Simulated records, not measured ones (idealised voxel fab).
The name of this process module is voxel released beams.
For reference, the cross-section in this document is cut, with width 185 nm and square cells of 5 nm.
In what follows, cross-sections appear as grids of square cells, described through bands that run from the top down, where every band is one or more rows of cells. Band: top and bottom heights (nm) first, top before bottom; then materials from left to right, widths in nm. "throughout" marks a sole material filling the band edge to edge. "blank" denotes empty space. The level at which height equals 0 is the one under which the wafer, as it arrives, is entirely one material. No lower edge exists for the bottom band, which continues downward and is notated as in "0 -> down". When a width is written as two numbers, as in "30->40", the first number is the width in the top row of cells of the band and the second is the width in its bottom row, and the width changes by the same amount from each row to the next. "no alterations made" for a step: no cell of the cross-section changed in that step. Reported under the label "Enclosed empty spaces" are the empty spaces having no open way to the top and comprising 8 cells or more; the notation for each is width x height at distance, in which the distance is measured from the left edge and all three values are in nm. Heads up: the bit after the settings on a step's line is the simulator's remark on that step. The "overlay nm" setting may appear on a step's line; for a step that uses a mask, it gives how far to the right of its planned position the mask lay, and a negative value indicates the left.

## Process steps (planned)
1) RECEIVE with material Si
2) CONFORMAL_DEP with material Al2O3, thk nm 10
3) DIRECTIONAL_DEP with material SiO2, thk nm 15
4) DIRECTIONAL_DEP with material aC, thk nm 15
5) PATTERN with tone open, mask id ANCHOR, material resist, width nm 40, thk nm 35, overlay nm 0
6) DIRECTIONAL_ETCH with etch materials aC, depth nm 15
7) STRIP with etch materials resist
8) DIRECTIONAL_ETCH with etch materials SiO2, depth nm 15
9) STRIP with etch materials aC
10) CONFORMAL_DEP with material W, thk nm 15
11) MASKED_ETCH with tone cover, mask id BEAM, width nm 105, etch materials W, depth nm 15, overlay nm 0
12) STRIP with etch materials SiO2

## As-received wafer cross-section (after step 1)
    0 -> down  Si throughout
    Enclosed empty spaces: none

## Look at the cross-section after the module: the wafer started out the way shown above and the plan was the one shown above, yet one mistake was made along the way
    40 -> 25  blank: 35; W: 105; blank: 45
    25 -> 15  Al2O3 throughout
    15 -> 0  SiO2 throughout
    0 -> down  Si throughout
    Enclosed empty spaces: none
What went wrong in running the wafer? ran 2 and 3 in swapped order versus the plan
